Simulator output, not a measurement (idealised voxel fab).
The following is a process module called voxel trench capacitor.
For reference, the cross-section in this document is cut, with width 190 nm and square cells of 5 nm.
Cross-section spec: square-cell grid; bands listed top down; each band is one or more rows. In this notation a band is specified by the heights of its top and bottom, in that order and in nm, after which its materials appear from left to right, each paired with its width in nm. The word "throughout" attached to a single material means that material fills the band from edge to edge; the word "empty" stands for empty space. The reference from which all heights are counted is 0, the level beneath which the as-received wafer is entirely one material; the lowest band, having no lower bound, proceeds downward and is written after the example "0 down". A two-number width, for instance "30 to 40", indicates that the width is equal to the first number in the top row of the band and to the second number in the bottom row, and that it changes by a constant amount per row of cells. It should be understood that the words "identical to before", when stated for a given step, signify that the cross-section underwent no change in any of its cells during that step. Listed in "Closed cavity list": every empty space of 8 or more cells without an open way to the top. Form: width x height at distance, the distance being from the left edge, all in nm. Note: text after step settings on the step line = simulator remark on that step. "overlay nm" answers the question of how far to the right of plan the mask lay on a step that has a mask, and when it is negative the answer is to the left.

[Here's what the planned process steps look like]
1. RECEIVE, material Si
2. CONFORMAL_DEP, material SiN, thk nm 5
3. PATTERN, tone open, mask id TRENCH, material resist, width nm 25, pitch nm 55, thk nm 20, overlay nm 0
4. DIRECTIONAL_ETCH, etch materials SiN, depth nm 5
5. DIRECTIONAL_ETCH, etch materials Si, depth nm 35
6. STRIP, etch materials resist
7. CONFORMAL_DEP, material HfO2, thk nm 5
8. CONFORMAL_DEP, material TiN, thk nm 5
9. FILL_DEP, material W, thk nm 5
10. CMP, height nm 5

[The cross-section here shows the wafer as received, i.e. in its state after step 1]
	0 down  Si throughout
	Closed cavity list: none

[The cross-section shown corresponds to the wafer at the conclusion of the module. The initial structure and the process plan are those presented above; however, one mistake occurred in executing the plan]
	5 to 0  SiN=55  TiN=5  W=15  TiN=5  SiN=30  TiN=5  W=15  TiN=5  SiN=55
	0 to -30  Si=55  TiN=5  W=15  TiN=5  Si=30  TiN=5  W=15  TiN=5  Si=55
	-30 to -35  Si=55  TiN=25  Si=30  TiN=25  Si=55
	-35 down  Si throughout
	Closed cavity list: none
Finding, execution versus plan: step 7 of the plan was bypassed and not carried out
